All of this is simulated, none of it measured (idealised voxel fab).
Module name: voxel released beams (process module)
This is section cut - it's 180 nm across, gridded in 5 nm square cells.
Cross-section layout: square cells on a grid; listed as bands, top to bottom; a band spans one or more cell rows.
The entry gives the band's vertical extent as a top height and a bottom height in nm, then its horizontal make-up as materials from left to right, each with a width in nm. "blank" stands for empty space; a single material marked "edge to edge" fills the band edge to edge.
Convention: height 0 is the level below which the wafer, as received, is all one material. The lowest band does not terminate at the bottom but continues downward, represented as "from 0 down".
A two-number width, for instance "30 to 40", indicates that the width is equal to the first number in the top row of the band and to the second number in the bottom row, and that it changes by a constant amount per row of cells.
Given "no modifications" for a step, no cell of the cross-section differs between before and after that step.
If an empty space has no open way to the top and is at least 8 cells in size, "Closed void inventory" lists it, written width x height at distance, where distance is measured from the left edge and every value is in nm.
If you see something after the settings on a step's line, that's the simulator's own remark about that step.
overlay nm: how far to the right of its planned place the mask lay on this masked step (negative: to the left).
### Intended process steps
1,op RECEIVE | material Si
2,op CONFORMAL_DEP | material SiN | thk nm 5
3,op DIRECTIONAL_DEP | material SiO2 | thk nm 10
4,op DIRECTIONAL_DEP | material aC | thk nm 15
5,op PATTERN | tone open | mask id ANCHOR | material resist | width nm 40 | thk nm 35 | overlay nm 0
6,op DIRECTIONAL_ETCH | etch materials aC | depth nm 15
7,op STRIP | etch materials resist
8,op DIRECTIONAL_ETCH | etch materials SiO2 | depth nm 10
9,op STRIP | etch materials aC
10,op CONFORMAL_DEP | material W | thk nm 15
11,op DIRECTIONAL_DEP | material aC | thk nm 10
12,op PATTERN | tone cover | mask id BEAM | material resist | width nm 100 | thk nm 25 | overlay nm 0
13,op DIRECTIONAL_ETCH | etch materials aC | depth nm 10
14,op STRIP | etch materials resist
15,op DIRECTIONAL_ETCH | etch materials W | depth nm 15
16,op STRIP | etch materials aC
17,op STRIP | etch materials SiO2
### Delivered wafer in cross-section: state after step 1
from 0 down: Si edge to edge
Closed void inventory: none
### Result of the module, cross-sectioned: start per above, plan per above, one error in how it was run
from 40 to 25: blank=35 | W=100 | blank=45
from 25 to 15: W edge to edge
from 15 to 5: SiO2=40 | W=40 | SiO2=100
from 5 to 0: SiN edge to edge
from 0 down: Si edge to edge
Closed void inventory: none
Want to know what went wrong? step 10 ran with different settings than intended, the actual operation and settings being op CONFORMAL_DEP | material W | thk nm 25
